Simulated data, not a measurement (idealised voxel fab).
The following process module bears the name voxel gate over fins.
Xsec cut, 235 nm wide, square cell size 5 nm.
Bands, listed from the top down, are how a cross-section gets written in this document; the cross-section itself is a grid of square cells, and a band is one or more rows of them.
This entry defines a band. It first specifies the height of the band's top and the height of its bottom in nm, and then specifies the band's materials from left to right, stating each material with its width in nm. The word "edge to edge" identifies a single material that fills the band from edge to edge, while the word "air" identifies empty space.
Where do heights start? At 0: under that level the wafer as delivered is made of one material only. And the lowest band has no floor; it just carries on downward, as in "0 down".
With a width like "30 to 40", each row of cells in the band differs from the next by the same amount, the top row carrying the first number and the bottom row the second.
The cross-section has no changed cell in any step marked "nothing was modified".
Empty spaces counting at least 8 cells and having no open way to the top are listed in "Trapped cavities". The notation width x height at distance is used for each, the distance being from the left edge and all three values in nm.
Post-settings text on a step line: simulator's own remark regarding the step.
The "overlay nm" setting may appear on a step's line; for a step that uses a mask, it gives how far to the right of its planned position the mask lay, and a negative value indicates the left.
Process steps foreseen in the plan:
1. op RECEIVE | material Si
2. op CONFORMAL_DEP | material SiN | thk nm 5
3. op MASKED_ETCH | tone cover | mask id FINS | width nm 15 | pitch nm 55 | etch materials SiN | depth nm 5 | overlay nm 0
4. op MASKED_ETCH | tone cover | mask id FINS | width nm 15 | pitch nm 55 | etch materials Si | depth nm 40 | overlay nm 0
5. op OXIDIZE | depth nm 5
6. op FILL_DEP | material SiO2 | thk nm 5
7. op CMP | height nm 5
8. op MASKED_ETCH | tone open | mask id RAIL | width nm 15 | etch materials SiO2 | depth nm 40 | overlay nm 0
9. op CONFORMAL_DEP | material TiN | thk nm 5
10. op FILL_DEP | material W | thk nm 5
11. op CMP | height nm 5
12. op SELECTIVE_ETCH | etch materials W Ru TiN | depth nm 25
13. op FILL_DEP | material SiO2 | thk nm 5
14. op CMP | height nm 5
15. op SELECTIVE_ETCH | etch materials SiO2 | depth nm 15
16. op STRIP | etch materials SiN
17. op CONFORMAL_DEP | material HfO2 | thk nm 5
18. op CONFORMAL_DEP | material TiN | thk nm 5
19. op CONFORMAL_DEP | material TiAl | thk nm 5
20. op CONFORMAL_DEP | material TiN | thk nm 5
21. op FILL_DEP | material W | thk nm 10
22. op CMP | height nm 25
23. op CONFORMAL_DEP | material SiN | thk nm 10
Wafer as received: cross-section following step 1:
- 0 down: Si edge to edge
- Trapped cavities: none
Cross-section, first of two wafers, end of module, run as planned:
- 35 to 25: SiN edge to edge
- 25 to 20: W edge to edge
- 20 to 15: 40 W / 45 TiN / 10 W / 45 TiN / 10 W / 45 TiN / 40 W
- 15 to 10: 40 W / 5 TiN / 35 TiAl / 5 TiN / 10 W / 5 TiN / 35 TiAl / 5 TiN / 10 W / 5 TiN / 35 TiAl / 5 TiN / 40 W
- 10 to 5: 45 TiN / 5 TiAl / 25 TiN / 5 TiAl / 20 TiN / 5 TiAl / 25 TiN / 5 TiAl / 20 TiN / 5 TiAl / 25 TiN / 5 TiAl / 45 TiN
- 5 to 0: 50 TiAl / 5 TiN / 15 HfO2 / 5 TiN / 30 TiAl / 5 TiN / 15 HfO2 / 5 TiN / 30 TiAl / 5 TiN / 15 HfO2 / 5 TiN / 50 TiAl
- 0 to -5: 55 TiN / 5 HfO2 / 5 Si / 5 HfO2 / 40 TiN / 5 HfO2 / 5 Si / 5 HfO2 / 40 TiN / 5 HfO2 / 5 Si / 5 HfO2 / 55 TiN
- -5 to -10: 60 HfO2 / 5 Si / 50 HfO2 / 5 Si / 50 HfO2 / 5 Si / 60 HfO2
- -10 to -20: 60 SiO2 / 5 Si / 50 SiO2 / 5 Si / 50 SiO2 / 5 Si / 60 SiO2
- -20 to -30: 60 SiO2 / 5 Si / 15 SiO2 / 5 TiN / 5 W / 5 TiN / 20 SiO2 / 5 Si / 50 SiO2 / 5 Si / 60 SiO2
- -30 to -35: 60 SiO2 / 5 Si / 15 SiO2 / 15 TiN / 20 SiO2 / 5 Si / 50 SiO2 / 5 Si / 60 SiO2
- -35 to -45: 60 SiO2 / 5 Si / 50 SiO2 / 5 Si / 50 SiO2 / 5 Si / 60 SiO2
- -45 down: Si edge to edge
- Trapped cavities: none
Second wafer through the module, sectioned at the end: same beginning and same plan as the first wafer, with one mistake in carrying it out:
- 35 to 25: SiN edge to edge
- 25 to 20: 30 W / 175 TiN / 30 W
- 20 to 15: TiN edge to edge
- 15 to 10: 45 TiN / 35 TiAl / 20 TiN / 35 TiAl / 20 TiN / 35 TiAl / 45 TiN
- 10 to 5: 45 TiN / 5 TiAl / 25 TiN / 5 TiAl / 20 TiN / 5 TiAl / 25 TiN / 5 TiAl / 20 TiN / 5 TiAl / 25 TiN / 5 TiAl / 45 TiN
- 5 to 0: 50 TiAl / 5 TiN / 15 HfO2 / 5 TiN / 30 TiAl / 5 TiN / 15 HfO2 / 5 TiN / 30 TiAl / 5 TiN / 15 HfO2 / 5 TiN / 50 TiAl
- 0 to -5: 55 TiN / 5 HfO2 / 5 Si / 5 HfO2 / 40 TiN / 5 HfO2 / 5 Si / 5 HfO2 / 40 TiN / 5 HfO2 / 5 Si / 5 HfO2 / 55 TiN
- -5 to -10: 60 HfO2 / 5 Si / 50 HfO2 / 5 Si / 50 HfO2 / 5 Si / 60 HfO2
- -10 to -20: 60 SiO2 / 5 Si / 50 SiO2 / 5 Si / 50 SiO2 / 5 Si / 60 SiO2
- -20 to -30: 60 SiO2 / 5 Si / 15 SiO2 / 5 TiN / 5 W / 5 TiN / 20 SiO2 / 5 Si / 50 SiO2 / 5 Si / 60 SiO2
- -30 to -35: 60 SiO2 / 5 Si / 15 SiO2 / 15 TiN / 20 SiO2 / 5 Si / 50 SiO2 / 5 Si / 60 SiO2
- -35 to -45: 60 SiO2 / 5 Si / 50 SiO2 / 5 Si / 50 SiO2 / 5 Si / 60 SiO2
- -45 down: Si edge to edge
- Trapped cavities: none
What broke from the plan during processing? step 20 ran with different settings than intended, the actual operation and settings being op CONFORMAL_DEP | material TiN | thk nm 15
Bottom line after processing is that, in cells, the second wafer is up or down on some materials versus the first: TiN: 75 more, W: 75 fewer
